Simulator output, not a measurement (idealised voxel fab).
voxel trench capacitor: a process module
Displayed cross-section: cut, width of 205 nm, square cells sized 5 nm.
Notation: cross-section as square-cell grid; stated in bands, top first, going down; one or more cell rows per band.
Each band's line starts with the height of the band's top and of its bottom, in nm. Then come its materials from left to right, each with its width in nm. One material with "full width" fills the band from edge to edge. "empty" is empty space.
The level at which height equals 0 is the one under which the wafer, as it arrives, is entirely one material. No lower edge exists for the bottom band, which continues downward and is notated as in "0 -> down".
Width: "30..40" (first number = top row, second number = bottom row, same change from row to row of cells).
Step note "no modifications" = no cross-section cell changed.
"Enclosed void listing" means: voids of 8 cells or more that are shut off from the top with no open way through. Written width x height at distance, distance from the left edge, in nm.
On a step's line, text after the settings is the simulator commenting on that step.
overlay nm: step with mask; distance mask lay right of planned place; negative value = left of planned place.

## Process steps foreseen in the plan
1 RECEIVE: material Si
2 CONFORMAL_DEP: material SiN, thk nm 10
3 DIRECTIONAL_DEP: material aC, thk nm 15
4 PATTERN: tone open, mask id TRENCH, material resist, width nm 25, pitch nm 45, thk nm 35, overlay nm 0
5 DIRECTIONAL_ETCH: etch materials aC, depth nm 15
6 STRIP: etch materials resist
7 DIRECTIONAL_ETCH: etch materials SiN, depth nm 5
8 DIRECTIONAL_ETCH: etch materials Si, depth nm 40
9 STRIP: etch materials aC
10 CONFORMAL_DEP: material HfO2, thk nm 5
11 CONFORMAL_DEP: material TiN, thk nm 5
12 FILL_DEP: material W, thk nm 5
13 CMP: height nm 10
The plan's step 7 depth nm is the first wafer's value; the wafers differ in this setting and start identical.

## The first of several wafers in cross-section, exactly as it reached us after step 1
* 0 -> down: Si full width
* Enclosed void listing: none

## Here's the first of several wafers in cross-section, end of the module, after the last step, step 13
* 10 -> 5: SiN 65, then HfO2 25, then SiN 20, then HfO2 25, then SiN 70
* 5 -> 0: SiN full width
* 0 -> down: Si full width
* Enclosed void listing: none

## Showing the last wafer in cross-section at the end of the module
* 10 -> 0: SiN 65, then HfO2 5, then TiN 5, then W 5, then TiN 5, then HfO2 5, then SiN 20, then HfO2 5, then TiN 5, then W 5, then TiN 5, then HfO2 5, then SiN 70
* 0 -> -30: Si 65, then HfO2 5, then TiN 5, then W 5, then TiN 5, then HfO2 5, then Si 20, then HfO2 5, then TiN 5, then W 5, then TiN 5, then HfO2 5, then Si 70
* -30 -> -35: Si 65, then HfO2 5, then TiN 15, then HfO2 5, then Si 20, then HfO2 5, then TiN 15, then HfO2 5, then Si 70
* -35 -> -40: Si 65, then HfO2 25, then Si 20, then HfO2 25, then Si 70
* -40 -> down: Si full width
* Enclosed void listing: none

## What follows is a table in which each wafer occupies a row; for the wafer as it stands at the close of the module, the row states, material by material, how many cells have been gained (+) or lost (-) since receipt, and then gives its closed voids
depth nm 5; +10 HfO2; +72 SiN; Enclosed void listing: none
depth nm 10; +46 HfO2; -80 Si; +62 SiN; +38 TiN; +16 W; Enclosed void listing: none
depth nm 15; +46 HfO2; -80 Si; +62 SiN; +38 TiN; +16 W; Enclosed void listing: none
depth nm 20; +46 HfO2; -80 Si; +62 SiN; +38 TiN; +16 W; Enclosed void listing: none
depth nm 25; +46 HfO2; -80 Si; +62 SiN; +38 TiN; +16 W; Enclosed void listing: none
